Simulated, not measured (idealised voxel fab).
Title: Process Module voxel self aligned contacts
For reference, the cross-section in this document is cut, with width 210 nm and square cells of 5 nm.
In what follows, cross-sections appear as grids of square cells, described through bands that run from the top down, where every band is one or more rows of cells.
Per band: top height and bottom height in nm, followed by the left-to-right materials and their widths in nm; "everywhere" marks a single material spanning edge to edge, "air" marks empty space.
Convention: height 0 is the level below which the wafer, as received, is all one material. The lowest band does not terminate at the bottom but continues downward, represented as "0 down".
The two numbers in a width such as "30 to 40" mark its ends across the band: the first belongs to the top row of cells, the second to the bottom row, and from each row to the next the width moves by the same amount.
"all unchanged" means the step left every cell of the cross-section as it was.
The list in "Sealed-off cavities" covers empty spaces of 8 cells or more that cannot reach the top through any open way, and it gives each as width x height at distance; the distance is from the left edge, and width, height and distance are in nm.
The remark found on a step's line after its settings is issued by the simulator itself and pertains to that step.
A step's line can hold "overlay nm"; with a mask on that step, the setting says how far right of the planned place the mask lay, while a negative setting says it lay to the left.

### Listed below are the process steps as planned
| 1 | RECEIVE with material Si |
| 2 | OXIDIZE with depth nm 5 |
| 3 | DIRECTIONAL_DEP with material polySi, thk nm 30 |
| 4 | DIRECTIONAL_DEP with material SiN, thk nm 20 |
| 5 | PATTERN with tone cover, mask id GATE, material resist, width nm 30, pitch nm 65, thk nm 20, overlay nm 0 |
| 6 | DIRECTIONAL_ETCH with etch materials SiN, depth nm 20 |
| 7 | DIRECTIONAL_ETCH with etch materials polySi, depth nm 30 |
| 8 | STRIP with etch materials resist |
| 9 | CONFORMAL_DEP with material SiN, thk nm 10 |
| 10 | DIRECTIONAL_ETCH with etch materials SiN, depth nm 10 |
| 11 | FILL_DEP with material SiO2, thk nm 15 |
| 12 | CMP with height nm 55 |
| 13 | PATTERN with tone open, mask id CONTACT, material resist, width nm 45, pitch nm 65, thk nm 15, overlay nm 0 |
| 14 | DIRECTIONAL_ETCH with etch materials SiO2, depth nm 60 |
| 15 | STRIP with etch materials resist |
| 16 | CONFORMAL_DEP with material TiN, thk nm 5 |
| 17 | FILL_DEP with material W, thk nm 5 |
| 18 | CMP with height nm 55 |
| 19 | CONFORMAL_DEP with material SiCN, thk nm 5 |

### This is the cross-section of the wafer as we received it, i.e. after step 1
* 0 down = Si everywhere
* Sealed-off cavities: none

### The first of the two wafers as seen in cross-section once the module was finished; processing followed the plan
* 60 to 55 = SiCN everywhere
* 55 to 50 = SiO2=50 / TiN=20 / W=5 / TiN=20 / SiO2=20 / TiN=20 / W=5 / TiN=20 / SiO2=50
* 50 to 30 = SiO2=15 / SiN=50 / TiN=5 / W=5 / TiN=5 / SiN=50 / TiN=5 / W=5 / TiN=5 / SiN=50 / SiO2=15
* 30 to 0 = SiO2=15 / SiN=10 / polySi=30 / SiN=10 / TiN=5 / W=5 / TiN=5 / SiN=10 / polySi=30 / SiN=10 / TiN=5 / W=5 / TiN=5 / SiN=10 / polySi=30 / SiN=10 / SiO2=15
* 0 to -5 = SiO2=65 / TiN=15 / SiO2=50 / TiN=15 / SiO2=65
* -5 down = Si everywhere
* Sealed-off cavities: none

### The second wafer, shown in cross-section after the module: started the same way as the first and given the same plan, yet one mistake crept into how it was run
* 60 to 55 = SiCN everywhere
* 55 to 50 = SiO2=55 / TiN=15 / W=5 / TiN=20 / SiO2=25 / TiN=15 / W=5 / TiN=20 / SiO2=50
* 50 to 30 = SiO2=15 / SiN=50 / TiN=5 / W=5 / TiN=5 / SiN=50 / TiN=5 / W=5 / TiN=5 / SiN=50 / SiO2=15
* 30 to 0 = SiO2=15 / SiN=10 / polySi=30 / SiN=10 / TiN=5 / W=5 / TiN=5 / SiN=10 / polySi=30 / SiN=10 / TiN=5 / W=5 / TiN=5 / SiN=10 / polySi=30 / SiN=10 / SiO2=15
* 0 to -5 = SiO2=65 / TiN=15 / SiO2=50 / TiN=15 / SiO2=65
* -5 down = Si everywhere
* Sealed-off cavities: none
So what did we get wrong on this run? step 13 off recipe, ran as PATTERN with tone open, mask id CONTACT, material resist, width nm 40, pitch nm 65, thk nm 15, overlay nm 0
End check, counted in cells, second wafer has more or fewer of these materials than the first: 2 more of SiO2; 2 fewer of TiN
